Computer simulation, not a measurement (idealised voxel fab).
process module | voxel fin reveal
cross-section cut | 210 nm wide | cells 5 nm
A cross-section is a grid of square cells, given in bands from the top down. A band is one or more rows of cells.
Each band's line starts with the height of the band's top and of its bottom, in nm. Then come its materials from left to right, each with its width in nm. One material with "throughout" fills the band from edge to edge. "air" is empty space.
Height 0 is the level under which the wafer as received is all one material. The lowest band goes on downwards, as in "0 down".
A width such as "30 to 40" changes by the same amount from each row of cells to the next, from the band's top row to its bottom row.
"no change" after a step means that no cell of the cross-section changed.
closed voids: empty space of 8 cells or more with no open way to the top, each as width x height at its distance from the left edge, in nm
after a step's settings: what the simulator itself notes on the step
overlay nm, on a step with a mask: how far to the right of its planned place the mask lay; to the left if negative
plan
1 op RECEIVE | material Si
2 op CONFORMAL_DEP | material SiN | thk nm 10
3 op MASKED_ETCH | tone cover | mask id FINS | width nm 15 | pitch nm 40 | etch materials SiN | depth nm 10 | overlay nm 0
4 op MASKED_ETCH | tone cover | mask id FINS | width nm 15 | pitch nm 40 | etch materials Si | depth nm 40 | overlay nm 0
5 op FILL_DEP | material SiO2 | thk nm 10
6 op CMP | height nm 10
7 op SELECTIVE_ETCH | etch materials SiO2 | depth nm 35
8 op STRIP | etch materials SiN
varied across the wafers: width nm of step 3. The plan shows the first wafer's value. All wafers start alike
first wafer as received, after step 1
  0 down: Si throughout
  closed voids: none
each wafer at the end: cells of each material gained (+) or lost (-) since it was received, then its closed voids
width nm 15 | -288 Si | +108 SiO2 | closed voids: none
width nm 20 | -272 Si | +102 SiO2 | closed voids: none
width nm 25 | -256 Si | +96 SiO2 | closed voids: none
